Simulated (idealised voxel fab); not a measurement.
The document below concerns the process module designated voxel gate over fins.
The width of the displayed cross-section, cut, is 290 nm; its cells are square, with a size of 5 nm.
Cross-section format: a grid of square cells, given as bands from top to bottom; each band is one or more rows of cells. Quick guide to a band line: top height, bottom height (nm) up front; then every material left to right with its width in nm. Only one material and it's marked "full width"? Then it fills the band edge to edge. And "blank" just means empty space. Convention: height 0 is the level below which the wafer, as received, is all one material. The lowest band does not terminate at the bottom but continues downward, represented as "0 down". Width "30->40": first value at the band's top row of cells, second value at its bottom row, equal change from row to row. The designation "no change", where it is given for a processing step, indicates that no cell of the cross-section was altered in the course of that step. Entry "Enclosed empty spaces". Content: empty spaces with no open connection to the top, size 8 cells or greater. Each: width x height at distance. Distance: from left edge. Unit: nm. Where a step's line continues beyond its settings, the continuation is a remark by the simulator itself on that step. If you see "overlay nm" on a step's line and that step has a mask, it's telling you how far right of where it was planned the mask ended up; a negative number means it went left instead.

-- The following list gives the planned process steps
1. RECEIVE [material Si]
2. CONFORMAL_DEP [material SiN] [thk nm 5]
3. DIRECTIONAL_DEP [material aC] [thk nm 15]
4. PATTERN [tone cover] [mask id FINS] [material resist] [width nm 15] [pitch nm 60] [thk nm 35] [overlay nm 0]
5. DIRECTIONAL_ETCH [etch materials aC] [depth nm 15]
6. STRIP [etch materials resist]
7. DIRECTIONAL_ETCH [etch materials SiN] [depth nm 5]
8. DIRECTIONAL_ETCH [etch materials Si] [depth nm 40]
9. STRIP [etch materials aC]
10. FILL_DEP [material SiO2] [thk nm 15]
11. CMP [height nm 5]
12. PATTERN [tone open] [mask id RAIL] [material resist] [width nm 15] [thk nm 15] [overlay nm 0]
13. DIRECTIONAL_ETCH [etch materials SiO2] [depth nm 40]
14. STRIP [etch materials resist]
15. CONFORMAL_DEP [material TiN] [thk nm 5]
16. FILL_DEP [material W] [thk nm 5]
17. CMP [height nm 5]
18. SELECTIVE_ETCH [etch materials W Ru TiN] [depth nm 20]
19. FILL_DEP [material SiO2] [thk nm 5]
20. CMP [height nm 5]
21. SELECTIVE_ETCH [etch materials SiO2] [depth nm 15]
22. STRIP [etch materials SiN]
23. CONFORMAL_DEP [material HfO2] [thk nm 5]
24. CONFORMAL_DEP [material TiN] [thk nm 5]
25. FILL_DEP [material W] [thk nm 15]
26. CMP [height nm 20]
27. CONFORMAL_DEP [material SiCN] [thk nm 10]

-- First of two wafers: run as planned

-- Cross-section of the incoming wafer, state after step 1
- 0 down = Si full width
- Enclosed empty spaces: none

-- Cross-section of the wafer after step 2
- 5 to 0 = SiN full width
- Everything under 0 stays put, no change at all.

-- Cross-section of the wafer after step 3
- 20 to 5 = aC full width
- Everything under 5 stays put, no change at all.

-- Cross-section of the wafer after step 4
- 55 to 20 = 45 of blank  15 of resist  45 of blank  15 of resist  45 of blank  15 of resist  45 of blank  15 of resist  50 of blank
- Everything under 20 stays put, no change at all.

-- Cross-section of the wafer after step 5
- 40 to 20 = 45 of blank  15 of resist  45 of blank  15 of resist  45 of blank  15 of resist  45 of blank  15 of resist  50 of blank
- 20 to 5 = 45 of blank  15 of aC  45 of blank  15 of aC  45 of blank  15 of aC  45 of blank  15 of aC  50 of blank
- Everything under 5 stays put, no change at all.

-- Cross-section of the wafer after step 6
- 20 to 5 = 45 of blank  15 of aC  45 of blank  15 of aC  45 of blank  15 of aC  45 of blank  15 of aC  50 of blank
- Everything under 5 stays put, no change at all.

-- Cross-section of the wafer after step 7
- 20 to 5 = 45 of blank  15 of aC  45 of blank  15 of aC  45 of blank  15 of aC  45 of blank  15 of aC  50 of blank
- 5 to 0 = 45 of blank  15 of SiN  45 of blank  15 of SiN  45 of blank  15 of SiN  45 of blank  15 of SiN  50 of blank
- Everything under 0 stays put, no change at all.

-- Cross-section of the wafer after step 8
- 20 to 5 = 45 of blank  15 of aC  45 of blank  15 of aC  45 of blank  15 of aC  45 of blank  15 of aC  50 of blank
- 5 to 0 = 45 of blank  15 of SiN  45 of blank  15 of SiN  45 of blank  15 of SiN  45 of blank  15 of SiN  50 of blank
- 0 to -40 = 45 of blank  15 of Si  45 of blank  15 of Si  45 of blank  15 of Si  45 of blank  15 of Si  50 of blank
- Everything under -40 stays put, no change at all.

-- Cross-section of the wafer after step 9
- 5 to 0 = 45 of blank  15 of SiN  45 of blank  15 of SiN  45 of blank  15 of SiN  45 of blank  15 of SiN  50 of blank
- Everything under 0 stays put, no change at all.

-- Cross-section of the wafer after step 10
- 20 to 5 = SiO2 full width
- 5 to 0 = 45 of SiO2  15 of SiN  45 of SiO2  15 of SiN  45 of SiO2  15 of SiN  45 of SiO2  15 of SiN  50 of SiO2
- 0 to -40 = 45 of SiO2  15 of Si  45 of SiO2  15 of Si  45 of SiO2  15 of Si  45 of SiO2  15 of Si  50 of SiO2
- Everything under -40 stays put, no change at all.

-- Cross-section of the wafer after step 11
- 5 to 0 = 45 of SiO2  15 of SiN  45 of SiO2  15 of SiN  45 of SiO2  15 of SiN  45 of SiO2  15 of SiN  50 of SiO2
- Everything under 0 stays put, no change at all.

-- Cross-section of the wafer after step 12
- 20 to 5 = 75 of resist  15 of blank  200 of resist
- Everything under 5 stays put, no change at all.

-- Cross-section of the wafer after step 13
- 20 to 5 = 75 of resist  15 of blank  200 of resist
- 5 to 0 = 45 of SiO2  15 of SiN  15 of SiO2  15 of blank  15 of SiO2  15 of SiN  45 of SiO2  15 of SiN  45 of SiO2  15 of SiN  50 of SiO2
- 0 to -35 = 45 of SiO2  15 of Si  15 of SiO2  15 of blank  15 of SiO2  15 of Si  45 of SiO2  15 of Si  45 of SiO2  15 of Si  50 of SiO2
- Everything under -35 stays put, no change at all.

-- Cross-section of the wafer after step 14
- 5 to 0 = 45 of SiO2  15 of SiN  15 of SiO2  15 of blank  15 of SiO2  15 of SiN  45 of SiO2  15 of SiN  45 of SiO2  15 of SiN  50 of SiO2
- Everything under 0 stays put, no change at all.

-- Cross-section of the wafer after step 15
- 10 to 5 = 80 of TiN  5 of blank  205 of TiN
- 5 to 0 = 45 of SiO2  15 of SiN  15 of SiO2  5 of TiN  5 of blank  5 of TiN  15 of SiO2  15 of SiN  45 of SiO2  15 of SiN  45 of SiO2  15 of SiN  50 of SiO2
- 0 to -30 = 45 of SiO2  15 of Si  15 of SiO2  5 of TiN  5 of blank  5 of TiN  15 of SiO2  15 of Si  45 of SiO2  15 of Si  45 of SiO2  15 of Si  50 of SiO2
- -30 to -35 = 45 of SiO2  15 of Si  15 of SiO2  15 of TiN  15 of SiO2  15 of Si  45 of SiO2  15 of Si  45 of SiO2  15 of Si  50 of SiO2
- Everything under -35 stays put, no change at all.

-- Cross-section of the wafer after step 16
- 15 to 10 = W full width
- 10 to 5 = 80 of TiN  5 of W  205 of TiN
- 5 to 0 = 45 of SiO2  15 of SiN  15 of SiO2  5 of TiN  5 of W  5 of TiN  15 of SiO2  15 of SiN  45 of SiO2  15 of SiN  45 of SiO2  15 of SiN  50 of SiO2
- 0 to -30 = 45 of SiO2  15 of Si  15 of SiO2  5 of TiN  5 of W  5 of TiN  15 of SiO2  15 of Si  45 of SiO2  15 of Si  45 of SiO2  15 of Si  50 of SiO2
- Everything under -30 stays put, no change at all.

-- Cross-section of the wafer after step 17
- 5 to 0 = 45 of SiO2  15 of SiN  15 of SiO2  5 of TiN  5 of W  5 of TiN  15 of SiO2  15 of SiN  45 of SiO2  15 of SiN  45 of SiO2  15 of SiN  50 of SiO2
- Everything under 0 stays put, no change at all.

-- Cross-section of the wafer after step 18
- 5 to 0 = 45 of SiO2  15 of SiN  15 of SiO2  15 of blank  15 of SiO2  15 of SiN  45 of SiO2  15 of SiN  45 of SiO2  15 of SiN  50 of SiO2
- 0 to -15 = 45 of SiO2  15 of Si  15 of SiO2  15 of blank  15 of SiO2  15 of Si  45 of SiO2  15 of Si  45 of SiO2  15 of Si  50 of SiO2
- Everything under -15 stays put, no change at all.

-- Cross-section of the wafer after step 19
- 10 to 5 = SiO2 full width
- 5 to 0 = 45 of SiO2  15 of SiN  45 of SiO2  15 of SiN  45 of SiO2  15 of SiN  45 of SiO2  15 of SiN  50 of SiO2
- 0 to -15 = 45 of SiO2  15 of Si  45 of SiO2  15 of Si  45 of SiO2  15 of Si  45 of SiO2  15 of Si  50 of SiO2
- Everything under -15 stays put, no change at all.

-- Cross-section of the wafer after step 20
- 5 to 0 = 45 of SiO2  15 of SiN  45 of SiO2  15 of SiN  45 of SiO2  15 of SiN  45 of SiO2  15 of SiN  50 of SiO2
- Everything under 0 stays put, no change at all.

-- Cross-section of the wafer after step 21
- 5 to 0 = 45 of blank  15 of SiN  45 of blank  15 of SiN  45 of blank  15 of SiN  45 of blank  15 of SiN  50 of blank
- 0 to -10 = 45 of blank  15 of Si  45 of blank  15 of Si  45 of blank  15 of Si  45 of blank  15 of Si  50 of blank
- Everything under -10 stays put, no change at all.

-- Cross-section of the wafer after step 22
- 0 to -10 = 45 of blank  15 of Si  45 of blank  15 of Si  45 of blank  15 of Si  45 of blank  15 of Si  50 of blank
- Everything under -10 stays put, no change at all.

-- Cross-section of the wafer after step 23
- 5 to 0 = 40 of blank  25 of HfO2  35 of blank  25 of HfO2  35 of blank  25 of HfO2  35 of blank  25 of HfO2  45 of blank
- 0 to -5 = 40 of blank  5 of HfO2  15 of Si  5 of HfO2  35 of blank  5 of HfO2  15 of Si  5 of HfO2  35 of blank  5 of HfO2  15 of Si  5 of HfO2  35 of blank  5 of HfO2  15 of Si  5 of HfO2  45 of blank
- -5 to -10 = 45 of HfO2  15 of Si  45 of HfO2  15 of Si  45 of HfO2  15 of Si  45 of HfO2  15 of Si  50 of HfO2
- Everything under -10 stays put, no change at all.

-- Cross-section of the wafer after step 24
- 10 to 5 = 35 of blank  35 of TiN  25 of blank  35 of TiN  25 of blank  35 of TiN  25 of blank  35 of TiN  40 of blank
- 5 to 0 = 35 of blank  5 of TiN  25 of HfO2  5 of TiN  25 of blank  5 of TiN  25 of HfO2  5 of TiN  25 of blank  5 of TiN  25 of HfO2  5 of TiN  25 of blank  5 of TiN  25 of HfO2  5 of TiN  40 of blank
- 0 to -5 = 40 of TiN  5 of HfO2  15 of Si  5 of HfO2  35 of TiN  5 of HfO2  15 of Si  5 of HfO2  35 of TiN  5 of HfO2  15 of Si  5 of HfO2  35 of TiN  5 of HfO2  15 of Si  5 of HfO2  45 of TiN
- Everything under -5 stays put, no change at all.

-- Cross-section of the wafer after step 25
- 25 to 10 = W full width
- 10 to 5 = 35 of W  35 of TiN  25 of W  35 of TiN  25 of W  35 of TiN  25 of W  35 of TiN  40 of W
- 5 to 0 = 35 of W  5 of TiN  25 of HfO2  5 of TiN  25 of W  5 of TiN  25 of HfO2  5 of TiN  25 of W  5 of TiN  25 of HfO2  5 of TiN  25 of W  5 of TiN  25 of HfO2  5 of TiN  40 of W
- Everything under 0 stays put, no change at all.

-- Cross-section of the wafer after step 26
- 20 to 10 = W full width
- Everything under 10 stays put, no change at all.

-- Cross-section of the wafer after step 27
- 30 to 20 = SiCN full width
- Everything under 20 stays put, no change at all.

-- Second wafer - shared start and plan with the first - one error in running - same as the first up to step 11 inclusive

-- The second wafer in cross-section, at the planned close of step 12
- 20 to 5 = 75 of blank  15 of resist  200 of blank
- Everything under 5 stays put, no change at all.

-- The second wafer in cross-section, at the planned close of step 13
- 20 to 5 = 75 of blank  15 of resist  200 of blank
- 5 to 0 = 45 of blank  15 of SiN  15 of blank  15 of SiO2  15 of blank  15 of SiN  45 of blank  15 of SiN  45 of blank  15 of SiN  50 of blank
- 0 to -35 = 45 of blank  15 of Si  15 of blank  15 of SiO2  15 of blank  15 of Si  45 of blank  15 of Si  45 of blank  15 of Si  50 of blank
- Everything under -35 stays put, no change at all.

-- The second wafer in cross-section, at the planned close of step 14
- 5 to 0 = 45 of blank  15 of SiN  15 of blank  15 of SiO2  15 of blank  15 of SiN  45 of blank  15 of SiN  45 of blank  15 of SiN  50 of blank
- Everything under 0 stays put, no change at all.

-- The second wafer in cross-section, at the planned close of step 15
- 10 to 5 = 40 of blank  25 of TiN  5 of blank  25 of TiN  5 of blank  25 of TiN  35 of blank  25 of TiN  35 of blank  25 of TiN  45 of blank
- 5 to 0 = 40 of blank  5 of TiN  15 of SiN  5 of TiN  5 of blank  5 of TiN  15 of SiO2  5 of TiN  5 of blank  5 of TiN  15 of SiN  5 of TiN  35 of blank  5 of TiN  15 of SiN  5 of TiN  35 of blank  5 of TiN  15 of SiN  5 of TiN  45 of blank
- 0 to -30 = 40 of blank  5 of TiN  15 of Si  5 of TiN  5 of blank  5 of TiN  15 of SiO2  5 of TiN  5 of blank  5 of TiN  15 of Si  5 of TiN  35 of blank  5 of TiN  15 of Si  5 of TiN  35 of blank  5 of TiN  15 of Si  5 of TiN  45 of blank
- -30 to -35 = 45 of TiN  15 of Si  15 of TiN  15 of SiO2  15 of TiN  15 of Si  45 of TiN  15 of Si  45 of TiN  15 of Si  50 of TiN
- Everything under -35 stays put, no change at all.

-- The second wafer in cross-section, at the planned close of step 16
- 15 to 10 = W full width
- 10 to 5 = 40 of W  25 of TiN  5 of W  25 of TiN  5 of W  25 of TiN  35 of W  25 of TiN  35 of W  25 of TiN  45 of W
- 5 to 0 = 40 of W  5 of TiN  15 of SiN  5 of TiN  5 of W  5 of TiN  15 of SiO2  5 of TiN  5 of W  5 of TiN  15 of SiN  5 of TiN  35 of W  5 of TiN  15 of SiN  5 of TiN  35 of W  5 of TiN  15 of SiN  5 of TiN  45 of W
- 0 to -30 = 40 of W  5 of TiN  15 of Si  5 of TiN  5 of W  5 of TiN  15 of SiO2  5 of TiN  5 of W  5 of TiN  15 of Si  5 of TiN  35 of W  5 of TiN  15 of Si  5 of TiN  35 of W  5 of TiN  15 of Si  5 of TiN  45 of W
- Everything under -30 stays put, no change at all.

-- The second wafer in cross-section, at the planned close of step 17
- 5 to 0 = 40 of W  5 of TiN  15 of SiN  5 of TiN  5 of W  5 of TiN  15 of SiO2  5 of TiN  5 of W  5 of TiN  15 of SiN  5 of TiN  35 of W  5 of TiN  15 of SiN  5 of TiN  35 of W  5 of TiN  15 of SiN  5 of TiN  45 of W
- Everything under 0 stays put, no change at all.

-- The second wafer in cross-section, at the planned close of step 18
- 5 to 0 = 45 of blank  15 of SiN  15 of blank  15 of SiO2  15 of blank  15 of SiN  45 of blank  15 of SiN  45 of blank  15 of SiN  50 of blank
- 0 to -15 = 45 of blank  15 of Si  15 of blank  15 of SiO2  15 of blank  15 of Si  45 of blank  15 of Si  45 of blank  15 of Si  50 of blank
- Everything under -15 stays put, no change at all.

-- The second wafer in cross-section, at the planned close of step 19
- 10 to 5 = SiO2 full width
- 5 to 0 = 45 of SiO2  15 of SiN  45 of SiO2  15 of SiN  45 of SiO2  15 of SiN  45 of SiO2  15 of SiN  50 of SiO2
- 0 to -15 = 45 of SiO2  15 of Si  45 of SiO2  15 of Si  45 of SiO2  15 of Si  45 of SiO2  15 of Si  50 of SiO2
- Everything under -15 stays put, no change at all.

-- The second wafer in cross-section, at the planned close of step 20
- 5 to 0 = 45 of SiO2  15 of SiN  45 of SiO2  15 of SiN  45 of SiO2  15 of SiN  45 of SiO2  15 of SiN  50 of SiO2
- Everything under 0 stays put, no change at all.

-- The second wafer in cross-section, at the planned close of step 21
- 5 to 0 = 45 of blank  15 of SiN  45 of blank  15 of SiN  45 of blank  15 of SiN  45 of blank  15 of SiN  50 of blank
- 0 to -10 = 45 of blank  15 of Si  45 of blank  15 of Si  45 of blank  15 of Si  45 of blank  15 of Si  50 of blank
- Everything under -10 stays put, no change at all.

-- The second wafer in cross-section, at the planned close of step 22
- 0 to -10 = 45 of blank  15 of Si  45 of blank  15 of Si  45 of blank  15 of Si  45 of blank  15 of Si  50 of blank
- Everything under -10 stays put, no change at all.

-- The second wafer in cross-section, at the planned close of step 23
- 5 to 0 = 40 of blank  25 of HfO2  35 of blank  25 of HfO2  35 of blank  25 of HfO2  35 of blank  25 of HfO2  45 of blank
- 0 to -5 = 40 of blank  5 of HfO2  15 of Si  5 of HfO2  35 of blank  5 of HfO2  15 of Si  5 of HfO2  35 of blank  5 of HfO2  15 of Si  5 of HfO2  35 of blank  5 of HfO2  15 of Si  5 of HfO2  45 of blank
- -5 to -10 = 45 of HfO2  15 of Si  45 of HfO2  15 of Si  45 of HfO2  15 of Si  45 of HfO2  15 of Si  50 of HfO2
- Everything under -10 stays put, no change at all.

-- The second wafer in cross-section, at the planned close of step 24
- 10 to 5 = 35 of blank  35 of TiN  25 of blank  35 of TiN  25 of blank  35 of TiN  25 of blank  35 of TiN  40 of blank
- 5 to 0 = 35 of blank  5 of TiN  25 of HfO2  5 of TiN  25 of blank  5 of TiN  25 of HfO2  5 of TiN  25 of blank  5 of TiN  25 of HfO2  5 of TiN  25 of blank  5 of TiN  25 of HfO2  5 of TiN  40 of blank
- 0 to -5 = 40 of TiN  5 of HfO2  15 of Si  5 of HfO2  35 of TiN  5 of HfO2  15 of Si  5 of HfO2  35 of TiN  5 of HfO2  15 of Si  5 of HfO2  35 of TiN  5 of HfO2  15 of Si  5 of HfO2  45 of TiN
- Everything under -5 stays put, no change at all.

-- The second wafer in cross-section, at the planned close of step 25
- 25 to 10 = W full width
- 10 to 5 = 35 of W  35 of TiN  25 of W  35 of TiN  25 of W  35 of TiN  25 of W  35 of TiN  40 of W
- 5 to 0 = 35 of W  5 of TiN  25 of HfO2  5 of TiN  25 of W  5 of TiN  25 of HfO2  5 of TiN  25 of W  5 of TiN  25 of HfO2  5 of TiN  25 of W  5 of TiN  25 of HfO2  5 of TiN  40 of W
- Everything under 0 stays put, no change at all.

-- The second wafer in cross-section, at the planned close of step 26
- 20 to 10 = W full width
- Everything under 10 stays put, no change at all.

-- The second wafer in cross-section, at the planned close of step 27
- 30 to 20 = SiCN full width
- Everything under 20 stays put, no change at all.
Which mistake was made when the wafer was run? step 12 did not happen as planned, as run it was PATTERN [tone cover] [mask id RAIL] [material resist] [width nm 15] [thk nm 15] [overlay nm 0]
The second wafer ends with more or fewer cells of some materials than the first, per final count: -160 SiO2; +64 TiN; +96 W
